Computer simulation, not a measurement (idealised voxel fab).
process module | voxel double patterning
cross-section cut | 170 nm wide | cells 5 nm
A cross-section is a grid of square cells, given in bands from the top down. A band is one or more rows of cells.
Each band's line starts with the height of the band's top and of its bottom, in nm. Then come its materials from left to right, each with its width in nm. One material with "throughout" fills the band from edge to edge. "air" is empty space.
Height 0 is the level under which the wafer as received is all one material. The lowest band goes on downwards, as in "0 down".
A width such as "30 to 40" changes by the same amount from each row of cells to the next, from the band's top row to its bottom row.
"no change" after a step means that no cell of the cross-section changed.
closed voids: empty space of 8 cells or more with no open way to the top, each as width x height at its distance from the left edge, in nm
after a step's settings: what the simulator itself notes on the step
overlay nm, on a step with a mask: how far to the right of its planned place the mask lay; to the left if negative
plan
1 op RECEIVE | material Si
2 op CONFORMAL_DEP | material SiN | thk nm 10
3 op DIRECTIONAL_DEP | material SiO2 | thk nm 10
4 op DIRECTIONAL_DEP | material SiCN | thk nm 5
5 op MASKED_ETCH | tone open | mask id FIRST | width nm 15 | pitch nm 50 | etch materials SiCN | depth nm 5 | overlay nm 0
6 op PATTERN | tone open | mask id SECOND | material resist | width nm 15 | thk nm 20 | overlay nm 0
7 op DIRECTIONAL_ETCH | etch materials SiCN | depth nm 5
8 op STRIP | etch materials resist
9 op DIRECTIONAL_ETCH | etch materials SiO2 | depth nm 10
10 op STRIP | etch materials SiCN
first wafer, as planned
as received, after step 1
  0 down: Si throughout
  closed voids: none
after step 2
  10 to 0: SiN throughout
  below 0: unchanged
after step 3
  20 to 10: SiO2 throughout
  below 10: unchanged
after step 4
  25 to 20: SiCN throughout
  below 20: unchanged
after step 5
  25 to 20: SiCN 50 | air 15 | SiCN 35 | air 15 | SiCN 55
  below 20: unchanged
after step 6
  45 to 25: resist 75 | air 15 | resist 80
  25 to 20: SiCN 50 | resist 15 | SiCN 35 | resist 15 | SiCN 55
  below 20: unchanged
after step 7
  45 to 25: resist 75 | air 15 | resist 80
  25 to 20: SiCN 50 | resist 15 | SiCN 10 | air 15 | SiCN 10 | resist 15 | SiCN 55
  below 20: unchanged
after step 8
  25 to 20: SiCN 50 | air 15 | SiCN 10 | air 15 | SiCN 10 | air 15 | SiCN 55
  below 20: unchanged
after step 9
  25 to 20: SiCN 50 | air 15 | SiCN 10 | air 15 | SiCN 10 | air 15 | SiCN 55
  20 to 10: SiO2 50 | air 15 | SiO2 10 | air 15 | SiO2 10 | air 15 | SiO2 55
  below 10: unchanged
after step 10
  20 to 10: SiO2 50 | air 15 | SiO2 10 | air 15 | SiO2 10 | air 15 | SiO2 55
  below 10: unchanged
second wafer: like start, like plan, one mistake. Through step 9 it matches the first wafer
when step 10 should have ended: no change
what went wrong: step 10 was left out
at the end the second wafer has, in cells: 25 more of SiCN
